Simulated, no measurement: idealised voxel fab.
process module | voxel transistor to metal
cross-section cut | 295 nm wide | cells 5 nm
A cross-section is a grid of square cells, given in bands from the top down. A band is one or more rows of cells.
Each band's line starts with the height of the band's top and of its bottom, in nm. Then come its materials from left to right, each with its width in nm. One material with "throughout" fills the band from edge to edge. "air" is empty space.
Height 0 is the level under which the wafer as received is all one material. The lowest band goes on downwards, as in "0 down".
A width such as "30 to 40" changes by the same amount from each row of cells to the next, from the band's top row to its bottom row.
"no change" after a step means that no cell of the cross-section changed.
closed voids: empty space of 8 cells or more with no open way to the top, each as width x height at its distance from the left edge, in nm
after a step's settings: what the simulator itself notes on the step
overlay nm, on a step with a mask: how far to the right of its planned place the mask lay; to the left if negative
plan
1 op RECEIVE | material Si
2 op OXIDIZE | depth nm 5
3 op CONFORMAL_DEP | material SiN | thk nm 15
4 op DIRECTIONAL_DEP | material aC | thk nm 10
5 op PATTERN | tone cover | mask id ACTIVE | material resist | width nm 95 | pitch nm 125 | thk nm 30 | overlay nm 0
6 op DIRECTIONAL_ETCH | etch materials aC | depth nm 10
7 op STRIP | etch materials resist
8 op DIRECTIONAL_ETCH | etch materials SiN | depth nm 15
9 op DIRECTIONAL_ETCH | etch materials SiO2 | depth nm 5
10 op DIRECTIONAL_ETCH | etch materials Si | depth nm 30
11 op STRIP | etch materials aC
12 op OXIDIZE | depth nm 5
13 op FILL_DEP | material SiO2 | thk nm 10
14 op CMP | height nm 15
15 op SELECTIVE_ETCH | etch materials SiO2 | depth nm 10
16 op STRIP | etch materials SiN
17 op SELECTIVE_ETCH | etch materials SiO2 | depth nm 5
18 op OXIDIZE | depth nm 5
19 op DIRECTIONAL_DEP | material polySi | thk nm 20
20 op DIRECTIONAL_DEP | material SiCN | thk nm 10
21 op PATTERN | tone cover | mask id GATE | material resist | width nm 15 | pitch nm 125 | thk nm 15 | overlay nm 0
22 op DIRECTIONAL_ETCH | etch materials SiCN | depth nm 20
23 op DIRECTIONAL_ETCH | etch materials polySi | depth nm 30
24 op STRIP | etch materials resist
25 op CONFORMAL_DEP | material SiN | thk nm 5
26 op DIRECTIONAL_ETCH | etch materials SiN | depth nm 5
27 op DIRECTIONAL_ETCH | etch materials SiO2 | depth nm 5
28 op DIRECTIONAL_ETCH | etch materials Si | depth nm 10
29 op EPI | material SiGe | thk nm 15
30 op FILL_DEP | material SiO2 | thk nm 5
31 op CMP | height nm 25
32 op DIRECTIONAL_DEP | material SiO2 | thk nm 15
33 op MASKED_ETCH | tone open | mask id CONTACT | width nm 25 | etch materials SiO2 | depth nm 45 | overlay nm 0
34 op CONFORMAL_DEP | material TiN | thk nm 5
35 op FILL_DEP | material Ru | thk nm 5
36 op CMP | height nm 40
37 op DIRECTIONAL_DEP | material TiN | thk nm 5
38 op DIRECTIONAL_DEP | material Ru | thk nm 15
39 op MASKED_ETCH | tone cover | mask id METAL_1 | width nm 15 | etch materials Ru | depth nm 15 | overlay nm 0
40 op MASKED_ETCH | tone cover | mask id METAL_1 | width nm 15 | etch materials TiN | depth nm 5 | overlay nm 0
41 op CONFORMAL_DEP | material SiCN | thk nm 5
42 op FILL_DEP | material lowk | thk nm 10
43 op CMP | height nm 60
44 op CONFORMAL_DEP | material SiN | thk nm 5
as received, after step 1
  0 down: Si throughout
  closed voids: none
first wafer at the end, as planned
  65 to 60: SiN throughout
  60 to 45: lowk 40 | SiCN 5 | Ru 15 | SiCN 5 | lowk 35 | SiCN 5 | Ru 15 | SiCN 5 | lowk 40 | SiCN 5 | Ru 15 | SiCN 5 | lowk 35 | SiCN 5 | Ru 15 | SiCN 5 | lowk 45
  45 to 40: SiCN 45 | TiN 15 | SiCN 45 | TiN 15 | SiCN 50 | TiN 15 | SiCN 45 | TiN 15 | SiCN 50
  40 to 25: SiO2 45 | TiN 5 | Ru 15 | TiN 5 | SiO2 25 | TiN 5 | Ru 15 | TiN 5 | SiO2 50 | TiN 5 | Ru 15 | TiN 5 | SiO2 25 | TiN 5 | Ru 15 | TiN 5 | SiO2 50
  25 to 15: SiO2 45 | TiN 5 | Ru 15 | TiN 5 | SiN 5 | SiCN 15 | SiN 5 | TiN 5 | Ru 15 | TiN 5 | SiO2 50 | TiN 5 | Ru 15 | TiN 5 | SiN 5 | SiCN 15 | SiN 5 | TiN 5 | Ru 15 | TiN 5 | SiO2 50
  15 to 10: SiO2 45 | TiN 5 | Ru 15 | TiN 5 | SiN 5 | polySi 15 | SiN 5 | TiN 5 | Ru 15 | TiN 5 | SiO2 50 | TiN 5 | Ru 15 | TiN 5 | SiN 5 | polySi 15 | SiN 5 | TiN 5 | Ru 15 | TiN 5 | SiO2 50
  10 to 5: SiO2 45 | TiN 25 | SiN 5 | polySi 15 | SiN 5 | TiN 25 | SiO2 50 | TiN 25 | SiN 5 | polySi 15 | SiN 5 | TiN 25 | SiO2 50
  5 to 0: SiO2 45 | TiN 10 | SiGe 15 | SiN 5 | polySi 15 | SiN 5 | SiGe 15 | TiN 10 | SiO2 50 | TiN 10 | SiGe 15 | SiN 5 | polySi 15 | SiN 5 | SiGe 15 | TiN 10 | SiO2 50
  0 to -5: SiO2 30 | SiN 5 | SiO2 10 | TiN 10 | SiGe 15 | SiN 5 | polySi 15 | SiN 5 | SiGe 15 | TiN 10 | SiO2 10 | SiN 5 | SiO2 20 | SiN 5 | SiO2 10 | TiN 10 | SiGe 15 | SiN 5 | polySi 15 | SiN 5 | SiGe 15 | TiN 10 | SiO2 10 | SiN 5 | SiO2 35
  -5 to -10: SiO2 35 | SiGe 35 | SiO2 25 | SiGe 35 | SiO2 30 | SiGe 35 | SiO2 25 | SiGe 35 | SiO2 40
  -10 to -20: SiO2 40 | SiGe 30 | Si 25 | SiGe 30 | SiO2 40 | SiGe 30 | Si 25 | SiGe 30 | SiO2 45
  -20 to -40: SiO2 40 | Si 85 | SiO2 40 | Si 85 | SiO2 45
  -40 down: Si throughout
  closed voids: none
second wafer at the end: like start, like plan, one mistake
  65 to 60: SiN throughout
  60 to 45: lowk 40 | SiN 5 | Ru 15 | SiN 5 | lowk 35 | SiN 5 | Ru 15 | SiN 5 | lowk 40 | SiN 5 | Ru 15 | SiN 5 | lowk 35 | SiN 5 | Ru 15 | SiN 5 | lowk 45
  45 to 40: SiN 45 | TiN 15 | SiN 45 | TiN 15 | SiN 50 | TiN 15 | SiN 45 | TiN 15 | SiN 50
  40 to 25: SiO2 45 | TiN 5 | Ru 15 | TiN 5 | SiO2 25 | TiN 5 | Ru 15 | TiN 5 | SiO2 50 | TiN 5 | Ru 15 | TiN 5 | SiO2 25 | TiN 5 | Ru 15 | TiN 5 | SiO2 50
  25 to 15: SiO2 45 | TiN 5 | Ru 15 | TiN 5 | SiN 5 | SiCN 15 | SiN 5 | TiN 5 | Ru 15 | TiN 5 | SiO2 50 | TiN 5 | Ru 15 | TiN 5 | SiN 5 | SiCN 15 | SiN 5 | TiN 5 | Ru 15 | TiN 5 | SiO2 50
  15 to 10: SiO2 45 | TiN 5 | Ru 15 | TiN 5 | SiN 5 | polySi 15 | SiN 5 | TiN 5 | Ru 15 | TiN 5 | SiO2 50 | TiN 5 | Ru 15 | TiN 5 | SiN 5 | polySi 15 | SiN 5 | TiN 5 | Ru 15 | TiN 5 | SiO2 50
  10 to 5: SiO2 45 | TiN 25 | SiN 5 | polySi 15 | SiN 5 | TiN 25 | SiO2 50 | TiN 25 | SiN 5 | polySi 15 | SiN 5 | TiN 25 | SiO2 50
  5 to 0: SiO2 45 | TiN 10 | SiGe 15 | SiN 5 | polySi 15 | SiN 5 | SiGe 15 | TiN 10 | SiO2 50 | TiN 10 | SiGe 15 | SiN 5 | polySi 15 | SiN 5 | SiGe 15 | TiN 10 | SiO2 50
  0 to -5: SiO2 30 | SiN 5 | SiO2 10 | TiN 10 | SiGe 15 | SiN 5 | polySi 15 | SiN 5 | SiGe 15 | TiN 10 | SiO2 10 | SiN 5 | SiO2 20 | SiN 5 | SiO2 10 | TiN 10 | SiGe 15 | SiN 5 | polySi 15 | SiN 5 | SiGe 15 | TiN 10 | SiO2 10 | SiN 5 | SiO2 35
  -5 to -10: SiO2 35 | SiGe 35 | SiO2 25 | SiGe 35 | SiO2 30 | SiGe 35 | SiO2 25 | SiGe 35 | SiO2 40
  -10 to -20: SiO2 40 | SiGe 30 | Si 25 | SiGe 30 | SiO2 40 | SiGe 30 | Si 25 | SiGe 30 | SiO2 45
  -20 to -40: SiO2 40 | Si 85 | SiO2 40 | Si 85 | SiO2 45
  -40 down: Si throughout
  closed voids: none
what went wrong: step 41 ran as: op CONFORMAL_DEP | material SiN | thk nm 5
at the end the second wafer has, in cells: 71 fewer of SiCN | 71 more of SiN
